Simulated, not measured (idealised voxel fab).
This section sets out a process module, namely voxel air gaps.
Section cut is 260 nm wide and gridded with 5 nm square cells.
Heads up, the way a cross-section reads in here is a grid of square cells, handed over as bands from the top down, with every band being one or more rows of cells. Top, bottom (nm), then materials left to right with widths (nm); lone material tagged "full width" fills the whole band edge to edge; "air" = empty space. It should be noted that heights are counted from 0, beneath which the wafer as supplied is of one material throughout, and that the lowest band possesses no lower boundary but continues downward, as written in "0..down". The width entry "30..40" should be interpreted row by row: the top row of cells in the band takes the first number, the bottom row takes the second number, and the change between adjacent rows is uniform throughout. Step marked "everything unchanged"? Then no cell in the cross-section changed in it. If an empty space has no open way to the top and is at least 8 cells in size, "Completely sealed voids" lists it, written width x height at distance, where distance is measured from the left edge and every value is in nm. Post-settings text on a step line: simulator's own remark regarding the step. A step line may carry the setting "overlay nm", which, for steps involving a mask, states the distance by which the mask lay to the right of its intended position; negative values denote displacement to the left.
### Listed below are the process steps as planned
- 1: RECEIVE [material Si]
- 2: CONFORMAL_DEP [material SiO2] [thk nm 15]
- 3: CONFORMAL_DEP [material SiCN] [thk nm 5]
- 4: DIRECTIONAL_DEP [material lowk] [thk nm 35]
- 5: DIRECTIONAL_DEP [material aC] [thk nm 15]
- 6: PATTERN [tone open] [mask id LINES] [material resist] [width nm 25] [pitch nm 50] [thk nm 35] [overlay nm 0]
- 7: DIRECTIONAL_ETCH [etch materials aC] [depth nm 15]
- 8: STRIP [etch materials resist]
- 9: DIRECTIONAL_ETCH [etch materials lowk] [depth nm 35]
- 10: STRIP [etch materials aC]
- 11: CONFORMAL_DEP [material TiN] [thk nm 5]
- 12: FILL_DEP [material Cu] [thk nm 5]
- 13: CMP [height nm 55]
- 14: EPI [material Ru] [thk nm 10]
- 15: SELECTIVE_ETCH [etch materials lowk] [depth nm 45]
- 16: CONFORMAL_DEP [material SiCN] [thk nm 5]
### Here's what the wafer looked like in cross-section when it arrived - that's after step 1
> 0..down  Si full width
> Completely sealed voids: none
### Cross-sectional image of the first of two wafers at the end of the module, the run having proceeded as planned
> 70..65  air=25, SiCN=205, air=30
> 65..55  air=25, SiCN=5, Ru=45, SiCN=5, Ru=45, SiCN=5, Ru=45, SiCN=5, Ru=45, SiCN=5, air=30
> 55..50  air=25, SiCN=15, TiN=5, Cu=15, TiN=5, SiCN=25, TiN=5, Cu=15, TiN=5, SiCN=25, TiN=5, Cu=15, TiN=5, SiCN=25, TiN=5, Cu=15, TiN=5, SiCN=15, air=30
> 50..25  air=35, SiCN=5, TiN=5, Cu=15, TiN=5, SiCN=5, air=15, SiCN=5, TiN=5, Cu=15, TiN=5, SiCN=5, air=15, SiCN=5, TiN=5, Cu=15, TiN=5, SiCN=5, air=15, SiCN=5, TiN=5, Cu=15, TiN=5, SiCN=5, air=40
> 25..20  SiCN=40, TiN=25, SiCN=25, TiN=25, SiCN=25, TiN=25, SiCN=25, TiN=25, SiCN=45
> 20..15  SiCN full width
> 15..0  SiO2 full width
> 0..down  Si full width
> Completely sealed voids: 15 x 25 at 70; 15 x 25 at 120; 15 x 25 at 170
### Wafer two (of two), end-of-module cross-section: start = wafer one, plan = wafer one, one run mistake
> 70..65  air=25, SiCN=205, air=30
> 65..55  air=25, SiCN=5, Ru=45, SiCN=5, Ru=45, SiCN=5, Ru=45, SiCN=5, Ru=45, SiCN=5, air=30
> 55..50  air=25, SiCN=15, TiN=5, Cu=15, TiN=5, SiCN=25, TiN=5, Cu=15, TiN=5, SiCN=25, TiN=5, Cu=15, TiN=5, SiCN=25, TiN=5, Cu=15, TiN=5, SiCN=15, air=30
> 50..40  air=35, SiCN=5, TiN=5, Cu=15, TiN=5, SiCN=5, air=15, SiCN=5, TiN=5, Cu=15, TiN=5, SiCN=5, air=15, SiCN=5, TiN=5, Cu=15, TiN=5, SiCN=5, air=15, SiCN=5, TiN=5, Cu=15, TiN=5, SiCN=5, air=40
> 40..35  SiCN=40, TiN=25, SiCN=25, TiN=25, SiCN=25, TiN=25, SiCN=25, TiN=25, SiCN=45
> 35..30  SiCN full width
> 30..0  SiO2 full width
> 0..down  Si full width
> Completely sealed voids: none
The mistake made against the process plan was this: step 2 in the plan was executed twice
Materials where the second wafer ends with more or fewer cells than the first: 36 fewer of Cu | 24 fewer of SiCN | 156 more of SiO2 | 24 fewer of TiN
The first wafer finishes with 3 closed voids, while the second finishes with 0.
